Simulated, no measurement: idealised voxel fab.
Process module under the name voxel double patterning
Each square cell in cross-section cut measures 5 nm, and the section as a whole is 275 nm wide.
In this document a cross-section is written as a grid of square cells. It is given as a series of bands, listed from the top down, and a band is one or more rows of cells.
Heads up on the band format: heights come first, top then bottom, in nm. After that it's the materials left to right, each with its width in nm. A single material flagged "all across" fills the whole band edge to edge, and "air" means there's empty space there.
Height datum 0, below which the as-received substrate wafer is one material. Lowest band open at the bottom, running downward: "z 0 and below".
Quick explanation for "30->40": the width changes in equal steps down the rows of cells, from the first number in the band's top row to the second number in its bottom row.
Step marked "changes: none"? Then no cell in the cross-section changed in it.
Under "Fully enclosed voids" you'll find the enclosed gaps, the ones with no way out to the top, that are 8 cells or bigger; each reads width x height at distance, with distance counted from the left edge, everything in nm.
The remark found on a step's line after its settings is issued by the simulator itself and pertains to that step.
overlay nm: for a step with a mask, the amount by which the mask lay right of where it was planned; a negative amount means left of it.

[List of planned process steps]
1) RECEIVE,material Si
2) CONFORMAL_DEP,material SiO2,thk nm 10
3) DIRECTIONAL_DEP,material W,thk nm 15
4) DIRECTIONAL_DEP,material SiCN,thk nm 5
5) PATTERN,tone open,mask id FIRST,material resist,width nm 15,pitch nm 50,thk nm 15,overlay nm 0
6) DIRECTIONAL_ETCH,etch materials SiCN,depth nm 5
7) STRIP,etch materials resist
8) PATTERN,tone open,mask id SECOND,material resist,width nm 15,pitch nm 50,thk nm 15,overlay nm 0
9) DIRECTIONAL_ETCH,etch materials SiCN,depth nm 5
10) STRIP,etch materials resist
11) DIRECTIONAL_ETCH,etch materials W,depth nm 15
12) STRIP,etch materials SiCN

[As-received wafer cross-section (after step 1)]
- z 0 and below | Si all across
- Fully enclosed voids: none

[End-of-module cross-section of the first of two wafers, processed as planned]
- z 25 to 10 | W 80 nm, air 15 nm, W 10 nm, air 15 nm, W 10 nm, air 15 nm, W 10 nm, air 15 nm, W 10 nm, air 15 nm, W 80 nm
- z 10 to 0 | SiO2 all across
- z 0 and below | Si all across
- Fully enclosed voids: none

[Cross-sectional view of the second of two wafers upon completion of the module. This wafer shared its starting condition and process plan with the first; one error was made during its execution]
- z 25 to 10 | W 75 nm, air 15 nm, W 15 nm, air 15 nm, W 5 nm, air 15 nm, W 15 nm, air 15 nm, W 5 nm, air 15 nm, W 85 nm
- z 10 to 0 | SiO2 all across
- z 0 and below | Si all across
- Fully enclosed voids: none
Heads up, the wafer didn't run the way we planned it: step 5 ran as: PATTERN,tone open,mask id FIRST,material resist,width nm 15,pitch nm 50,thk nm 15,overlay nm -5
By the end, you'd get the same cell count for each material on either wafer, but the second wafer puts them somewhere else.
